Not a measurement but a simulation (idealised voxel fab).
Proc. module: voxel self aligned vias
For reference, the cross-section in this document is cut, with width 220 nm and square cells of 5 nm.
A cross-section is a grid of square cells, given in bands from the top down. A band is one or more rows of cells.
A band entry consists of two parts. The first gives the height of the band's top and the height of its bottom, in nm. The rest lists the band's materials from left to right, each with its width in nm. A single material labelled with the word "everywhere" fills the band from edge to edge, and the word "empty" marks empty space.
All heights in this document are referenced to 0, defined as the level beneath which the wafer, as received, consists entirely of one material. The lowest band is not bounded below; it extends indefinitely downward and is written in the form "0..down".
Width "30 to 40": first value at the band's top row of cells, second value at its bottom row, equal change from row to row.
For the purposes of this document, the phrase "nothing was modified" attached to a step denotes that no cell within the cross-section was modified by that step.
Reported under the label "Internal closed voids" are the empty spaces having no open way to the top and comprising 8 cells or more; the notation for each is width x height at distance, in which the distance is measured from the left edge and all three values are in nm.
after a step's settings: what the simulator itself notes on the step
A step line may carry the setting "overlay nm", which, for steps involving a mask, states the distance by which the mask lay to the right of its intended position; negative values denote displacement to the left.

Intended process steps
| 1 | op RECEIVE | material Si |
| 2 | op CONFORMAL_DEP | material SiO2 | thk nm 15 |
| 3 | op CONFORMAL_DEP | material SiCN | thk nm 5 |
| 4 | op DIRECTIONAL_DEP | material lowk | thk nm 20 |
| 5 | op DIRECTIONAL_DEP | material aC | thk nm 10 |
| 6 | op PATTERN | tone open | mask id LINES | material resist | width nm 20 | pitch nm 50 | thk nm 25 | overlay nm 0 |
| 7 | op DIRECTIONAL_ETCH | etch materials aC | depth nm 10 |
| 8 | op STRIP | etch materials resist |
| 9 | op DIRECTIONAL_ETCH | etch materials lowk | depth nm 20 |
| 10 | op STRIP | etch materials aC |
| 11 | op CONFORMAL_DEP | material TiN | thk nm 5 |
| 12 | op FILL_DEP | material W | thk nm 10 |
| 13 | op CMP | height nm 40 |
| 14 | op SELECTIVE_ETCH | etch materials W Ru TiN | depth nm 10 |
| 15 | op FILL_DEP | material SiN | thk nm 5 |
| 16 | op CMP | height nm 40 |
| 17 | op DIRECTIONAL_DEP | material lowk | thk nm 15 |
| 18 | op PATTERN | tone open | mask id VIAS | material resist | width nm 30 | pitch nm 50 | thk nm 15 | overlay nm 0 |
| 19 | op DIRECTIONAL_ETCH | etch materials lowk | depth nm 15 |
| 20 | op DIRECTIONAL_ETCH | etch materials SiN | depth nm 10 |
| 21 | op STRIP | etch materials resist |
| 22 | op CONFORMAL_DEP | material TiN | thk nm 5 |
| 23 | op FILL_DEP | material W | thk nm 10 |
| 24 | op CMP | height nm 55 |
| 25 | op CONFORMAL_DEP | material SiCN | thk nm 5 |

As received (post step 1): cross-section
  0..down  Si everywhere
  Internal closed voids: none

The first of the two wafers as seen in cross-section once the module was finished; processing followed the plan
  60..55  SiCN everywhere
  55..45  lowk 45 | TiN 5 | W 20 | TiN 5 | lowk 20 | TiN 5 | W 20 | TiN 5 | lowk 20 | TiN 5 | W 20 | TiN 5 | lowk 45
  45..35  lowk 45 to 50 | TiN 10 to 5 | W 10 | TiN 10 to 5 | lowk 20 to 30 | TiN 10 to 5 | W 10 | TiN 10 to 5 | lowk 20 to 30 | TiN 10 to 5 | W 10 | TiN 10 to 5 | lowk 45 to 50
  35..30  lowk 50 | TiN 20 | lowk 30 | TiN 20 | lowk 30 | TiN 20 | lowk 50
  30..25  lowk 50 | TiN 5 | W 10 | TiN 5 | lowk 30 | TiN 5 | W 10 | TiN 5 | lowk 30 | TiN 5 | W 10 | TiN 5 | lowk 50
  25..20  lowk 50 | TiN 20 | lowk 30 | TiN 20 | lowk 30 | TiN 20 | lowk 50
  20..15  SiCN everywhere
  15..0  SiO2 everywhere
  0..down  Si everywhere
  Internal closed voids: none

Cross-sectional view of the second of two wafers upon completion of the module. This wafer shared its starting condition and process plan with the first; one error was made during its execution
  60..55  SiCN everywhere
  55..45  lowk 45 | TiN 5 | W 20 | TiN 5 | lowk 20 | TiN 5 | W 20 | TiN 5 | lowk 20 | TiN 5 | W 20 | TiN 5 | lowk 45
  45..40  lowk 45 | TiN 20 | W 5 | TiN 5 | lowk 20 | TiN 20 | W 5 | TiN 5 | lowk 20 | TiN 20 | W 5 | TiN 5 | lowk 45
  40..35  lowk 60 | TiN 5 | W 5 | TiN 5 | SiN 5 | lowk 30 | TiN 5 | W 5 | TiN 5 | SiN 5 | lowk 30 | TiN 5 | W 5 | TiN 5 | SiN 5 | lowk 40
  35..30  lowk 60 | TiN 15 | SiN 5 | lowk 30 | TiN 15 | SiN 5 | lowk 30 | TiN 15 | SiN 5 | lowk 40
  30..25  lowk 60 | TiN 5 | W 10 | TiN 5 | lowk 30 | TiN 5 | W 10 | TiN 5 | lowk 30 | TiN 5 | W 10 | TiN 5 | lowk 40
  25..20  lowk 60 | TiN 20 | lowk 30 | TiN 20 | lowk 30 | TiN 20 | lowk 40
  20..15  SiCN everywhere
  15..0  SiO2 everywhere
  0..down  Si everywhere
  Internal closed voids: none
what went wrong: step 6 changed vs plan, executed as op PATTERN | tone open | mask id LINES | material resist | width nm 20 | pitch nm 50 | thk nm 25 | overlay nm 10
In the final state, the cell counts of the second wafer exceed or fall short of those of the first for the following materials: SiN +6, W -6
